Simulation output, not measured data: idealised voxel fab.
process module | voxel self aligned vias
cross-section cut | 175 nm wide | cells 5 nm
A cross-section is a grid of square cells, given in bands from the top down. A band is one or more rows of cells.
Each band's line starts with the height of the band's top and of its bottom, in nm. Then come its materials from left to right, each with its width in nm. One material with "throughout" fills the band from edge to edge. "air" is empty space.
Height 0 is the level under which the wafer as received is all one material. The lowest band goes on downwards, as in "0 down".
A width such as "30 to 40" changes by the same amount from each row of cells to the next, from the band's top row to its bottom row.
"no change" after a step means that no cell of the cross-section changed.
closed voids: empty space of 8 cells or more with no open way to the top, each as width x height at its distance from the left edge, in nm
after a step's settings: what the simulator itself notes on the step
overlay nm, on a step with a mask: how far to the right of its planned place the mask lay; to the left if negative
plan
1 op RECEIVE | material Si
2 op CONFORMAL_DEP | material SiO2 | thk nm 15
3 op CONFORMAL_DEP | material SiCN | thk nm 5
4 op DIRECTIONAL_DEP | material lowk | thk nm 20
5 op PATTERN | tone open | mask id LINES | material resist | width nm 20 | pitch nm 70 | thk nm 15 | overlay nm 0
6 op DIRECTIONAL_ETCH | etch materials lowk | depth nm 20
7 op STRIP | etch materials resist
8 op CONFORMAL_DEP | material TiN | thk nm 5
9 op FILL_DEP | material Ru | thk nm 10
10 op CMP | height nm 40
11 op SELECTIVE_ETCH | etch materials W Ru TiN | depth nm 5
12 op FILL_DEP | material SiN | thk nm 10
13 op CMP | height nm 40
14 op DIRECTIONAL_DEP | material lowk | thk nm 20
15 op PATTERN | tone open | mask id VIAS | material resist | width nm 40 | thk nm 20 | overlay nm 0
16 op DIRECTIONAL_ETCH | etch materials lowk | depth nm 20
17 op DIRECTIONAL_ETCH | etch materials SiN | depth nm 5
18 op STRIP | etch materials resist
19 op CONFORMAL_DEP | material TiN | thk nm 5
20 op FILL_DEP | material W | thk nm 5
21 op CMP | height nm 60
22 op CONFORMAL_DEP | material SiCN | thk nm 5
as received, after step 1
  0 down: Si throughout
  closed voids: none
a wafer at the end: this start, this plan, one mistake
  65 to 60: SiCN throughout
  60 to 45: lowk 30 | TiN 5 | W 30 | TiN 5 | lowk 105
  45 to 40: lowk 30 | TiN 15 | W 15 | TiN 10 | lowk 105
  40 to 35: lowk 40 | TiN 25 | lowk 45 | SiN 25 | lowk 40
  35 to 25: lowk 40 | TiN 5 | Ru 15 | TiN 5 | lowk 45 | TiN 5 | Ru 15 | TiN 5 | lowk 40
  25 to 20: lowk 40 | TiN 25 | lowk 45 | TiN 25 | lowk 40
  20 to 15: SiCN throughout
  15 to 0: SiO2 throughout
  0 down: Si throughout
  closed voids: none
what went wrong: step 5 ran as: op PATTERN | tone open | mask id LINES | material resist | width nm 25 | pitch nm 70 | thk nm 15 | overlay nm 0
